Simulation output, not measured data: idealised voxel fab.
The process module that follows is named voxel ribs on slabs.
The figure presents cross-section cut, which has a width of 250 nm and is divided into square cells with an edge length of 5 nm.
A cross-section in this document is a grid of square cells, and it is written down as bands, the top band listed before the ones below it; a band is made up of one or more rows of cells. The band entry comprises the height of the band's top followed by the height of its bottom, expressed in nm, and subsequently the band's materials from left to right, each stated together with its width in nm. Where a single material is marked with the word "everywhere", that material fills the band from edge to edge. The word "air" represents empty space. Height datum 0, below which the as-received substrate wafer is one material. Lowest band open at the bottom, running downward: "top 0, no bottom". With a width like "30..40", each row of cells in the band differs from the next by the same amount, the top row carrying the first number and the bottom row the second. It should be understood that the words "no modification", when stated for a given step, signify that the cross-section underwent no change in any of its cells during that step. Heads up: "Closed void table" only lists the empty pockets with no open path to the top that are 8 cells or more, and it writes them as width x height at distance, distance from the left edge, in nm. after a step's settings: what the simulator itself notes on the step. The setting "overlay nm" may be written on the line of a step. When the step uses a mask, the value reports how far to the right of the planned place the mask lay, and a negative value reports that it lay to the left.
The following list gives the planned process steps:
1) RECEIVE with material Si
2) DIRECTIONAL_DEP with material SiO2, thk nm 20
3) DIRECTIONAL_DEP with material polySi, thk nm 15
4) DIRECTIONAL_DEP with material aC, thk nm 15
5) PATTERN with tone cover, mask id RIB, material resist, width nm 25, thk nm 35, overlay nm 0
6) DIRECTIONAL_ETCH with etch materials aC, depth nm 15
7) STRIP with etch materials resist
8) DIRECTIONAL_ETCH with etch materials polySi, depth nm 10
9) STRIP with etch materials aC
10) PATTERN with tone cover, mask id SLAB, material resist, width nm 75, thk nm 20, overlay nm 0
11) DIRECTIONAL_ETCH with etch materials polySi, depth nm 5
12) STRIP with etch materials resist
13) FILL_DEP with material SiO2, thk nm 15
14) CMP with height nm 45
15) DIRECTIONAL_DEP with material W, thk nm 10
16) MASKED_ETCH with tone cover, mask id HEATER, width nm 35, etch materials W, depth nm 10, overlay nm 0
17) CONFORMAL_DEP with material SiN, thk nm 5
Cross-section of the wafer at receipt, which is the condition after step 1:
  top 0, no bottom | Si everywhere
  Closed void table: none
Final cross-section, module run with one mistake (start and plan as above):
  top 60, bottom 55 | air 100  SiN 45  air 105
  top 55, bottom 50 | air 100  SiN 5  W 35  SiN 5  air 105
  top 50, bottom 45 | SiN 105  W 35  SiN 110
  top 45, bottom 35 | SiO2 everywhere
  top 35, bottom 25 | SiO2 105  polySi 25  SiO2 120
  top 25, bottom 20 | SiO2 85  polySi 75  SiO2 90
  top 20, bottom 0 | SiO2 everywhere
  top 0, no bottom | Si everywhere
  Closed void table: none
Processing error: step 5 was run on a setting that differed from the plan, and what really ran there is PATTERN with tone cover, mask id RIB, material resist, width nm 25, thk nm 35, overlay nm -5
